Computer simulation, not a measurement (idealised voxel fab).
Process module, titled voxel capacitor over wiring
Shown is cross-section cut, with a width of 210 nm and square cells of size 5 nm.
For the purposes of this document, a cross-section shall be understood as a grid of square cells, specified as bands listed in top-to-bottom order, each band consisting of one or more rows of cells.
Band entry format. Leading values: height of top, height of bottom, nm. Remainder: materials in left-to-right order, each with its width in nm. Special words: "edge to edge" on a single material, which then fills the band edge to edge; "air", empty space.
Height 0 is the level under which the wafer as received is all one material. The lowest band goes on downwards, as in "from 0 down".
Top row gets the first number, bottom row gets the second, and each row in between changes by the same step: that is how a band width like "30->40" works.
No cell of the cross-section changed in a step that is given as "remained the same".
"Enclosed cavities" enumerates empty spaces isolated from the top, with no open way to it, that contain at least 8 cells, giving each as width x height at distance from the left edge, all three in nm.
That trailing text on a step's line, after the settings, is the simulator's own remark on the step.
overlay nm: on a step with a mask, how far right of its planned place the mask lay; negative means left.
THE PLANNED PROCESS STEPS ARE ENUMERATED HEREUNDER
step 1: RECEIVE (material Si)
step 2: CONFORMAL_DEP (material SiO2; thk nm 15)
step 3: CONFORMAL_DEP (material SiN; thk nm 5)
step 4: DIRECTIONAL_DEP (material SiO2; thk nm 25)
step 5: PATTERN (tone open; mask id METAL_1; material resist; width nm 30; pitch nm 95; thk nm 20; overlay nm 0)
step 6: DIRECTIONAL_ETCH (etch materials SiO2; depth nm 25)
step 7: DIRECTIONAL_ETCH (etch materials SiN; depth nm 5)
step 8: STRIP (etch materials resist)
step 9: CONFORMAL_DEP (material TiN; thk nm 5)
step 10: FILL_DEP (material Cu; thk nm 10)
step 11: CMP (height nm 45)
step 12: EPI (material Ru; thk nm 5)
step 13: FILL_DEP (material SiCN; thk nm 5)
step 14: DIRECTIONAL_DEP (material lowk; thk nm 15)
step 15: PATTERN (tone open; mask id PLUG_1; material resist; width nm 15; thk nm 15; overlay nm 0)
step 16: DIRECTIONAL_ETCH (etch materials lowk; depth nm 15)
step 17: DIRECTIONAL_ETCH (etch materials SiCN; depth nm 5)
step 18: STRIP (etch materials resist)
step 19: CONFORMAL_DEP (material TiN; thk nm 5)
step 20: FILL_DEP (material Cu; thk nm 10)
step 21: CMP (height nm 70)
step 22: DIRECTIONAL_DEP (material TiN; thk nm 10)
step 23: DIRECTIONAL_DEP (material Al2O3; thk nm 5)
step 24: DIRECTIONAL_DEP (material TiN; thk nm 10)
step 25: MASKED_ETCH (tone cover; mask id UPPER_PLATE; width nm 70; etch materials TiN; depth nm 10; overlay nm 0)
step 26: MASKED_ETCH (tone cover; mask id UPPER_PLATE; width nm 70; etch materials Al2O3; depth nm 5; overlay nm 0)
step 27: DIRECTIONAL_DEP (material aC; thk nm 15)
step 28: PATTERN (tone cover; mask id LOWER_PLATE; material resist; width nm 80; thk nm 30; overlay nm 0)
step 29: DIRECTIONAL_ETCH (etch materials aC; depth nm 15)
step 30: STRIP (etch materials resist)
step 31: DIRECTIONAL_ETCH (etch materials TiN; depth nm 10)
step 32: STRIP (etch materials aC)
step 33: FILL_DEP (material SiO2; thk nm 20)
step 34: CMP (height nm 110)
step 35: MASKED_ETCH (tone open; mask id PLUG_2; width nm 15; etch materials SiO2; depth nm 15; overlay nm 0)
step 36: CONFORMAL_DEP (material TiN; thk nm 5)
step 37: FILL_DEP (material Cu; thk nm 10)
step 38: CMP (height nm 110)
step 39: CONFORMAL_DEP (material SiCN; thk nm 5)
Where the wafers of this document differ is in the width nm of step 35; they start out the same, and the plan states the value that applied to the first wafer.
AS-RECEIVED CROSS-SECTION, FIRST OF SEVERAL WAFERS, POST STEP 1
	from 0 down  Si edge to edge
	Enclosed cavities: none
POST STEP 39, THE CLOSING STEP OF THE MODULE: FIRST OF SEVERAL WAFERS, CROSS-SECTIONED
	from 115 to 110  SiCN edge to edge
	from 110 to 100  65 SiO2; 5 TiN; 5 Cu; 5 TiN; 130 SiO2
	from 100 to 95  65 SiO2; 15 TiN; 130 SiO2
	from 95 to 85  55 SiO2; 70 TiN; 85 SiO2
	from 85 to 80  55 SiO2; 70 Al2O3; 85 SiO2
	from 80 to 70  50 SiO2; 80 TiN; 80 SiO2
	from 70 to 55  55 lowk; 5 TiN; 5 Cu; 5 TiN; 140 lowk
	from 55 to 50  55 SiCN; 15 TiN; 140 SiCN
	from 50 to 45  35 SiCN; 40 Ru; 55 SiCN; 40 Ru; 40 SiCN
	from 45 to 20  40 SiO2; 5 TiN; 20 Cu; 5 TiN; 65 SiO2; 5 TiN; 20 Cu; 5 TiN; 45 SiO2
	from 20 to 15  40 SiN; 30 TiN; 65 SiN; 30 TiN; 45 SiN
	from 15 to 0  SiO2 edge to edge
	from 0 down  Si edge to edge
	Enclosed cavities: none
SO THIS IS THE CROSS-SECTION ON THE LAST WAFER AT THE END OF THE MODULE
	from 115 to 110  SiCN edge to edge
	from 110 to 100  60 SiO2; 5 TiN; 20 Cu; 5 TiN; 120 SiO2
	from 100 to 95  60 SiO2; 30 TiN; 120 SiO2
	from 95 to 85  55 SiO2; 70 TiN; 85 SiO2
	from 85 to 80  55 SiO2; 70 Al2O3; 85 SiO2
	from 80 to 70  50 SiO2; 80 TiN; 80 SiO2
	from 70 to 55  55 lowk; 5 TiN; 5 Cu; 5 TiN; 140 lowk
	from 55 to 50  55 SiCN; 15 TiN; 140 SiCN
	from 50 to 45  35 SiCN; 40 Ru; 55 SiCN; 40 Ru; 40 SiCN
	from 45 to 20  40 SiO2; 5 TiN; 20 Cu; 5 TiN; 65 SiO2; 5 TiN; 20 Cu; 5 TiN; 45 SiO2
	from 20 to 15  40 SiN; 30 TiN; 65 SiN; 30 TiN; 45 SiN
	from 15 to 0  SiO2 edge to edge
	from 0 down  Si edge to edge
	Enclosed cavities: none
ROW PER WAFER, END-OF-MODULE: CELL GAIN (+)/LOSS (-) BY MATERIAL SINCE THE WAFER CAME IN, THEN CLOSED VOIDS
width nm 15, +14 Al2O3, +45 Cu, +16 Ru, +107 SiCN, +30 SiN, +529 SiO2, +108 TiN, +117 lowk, Enclosed cavities: none
width nm 20, +14 Al2O3, +47 Cu, +16 Ru, +107 SiCN, +30 SiN, +526 SiO2, +109 TiN, +117 lowk, Enclosed cavities: none
width nm 25, +14 Al2O3, +49 Cu, +16 Ru, +107 SiCN, +30 SiN, +523 SiO2, +110 TiN, +117 lowk, Enclosed cavities: none
width nm 30, +14 Al2O3, +51 Cu, +16 Ru, +107 SiCN, +30 SiN, +520 SiO2, +111 TiN, +117 lowk, Enclosed cavities: none
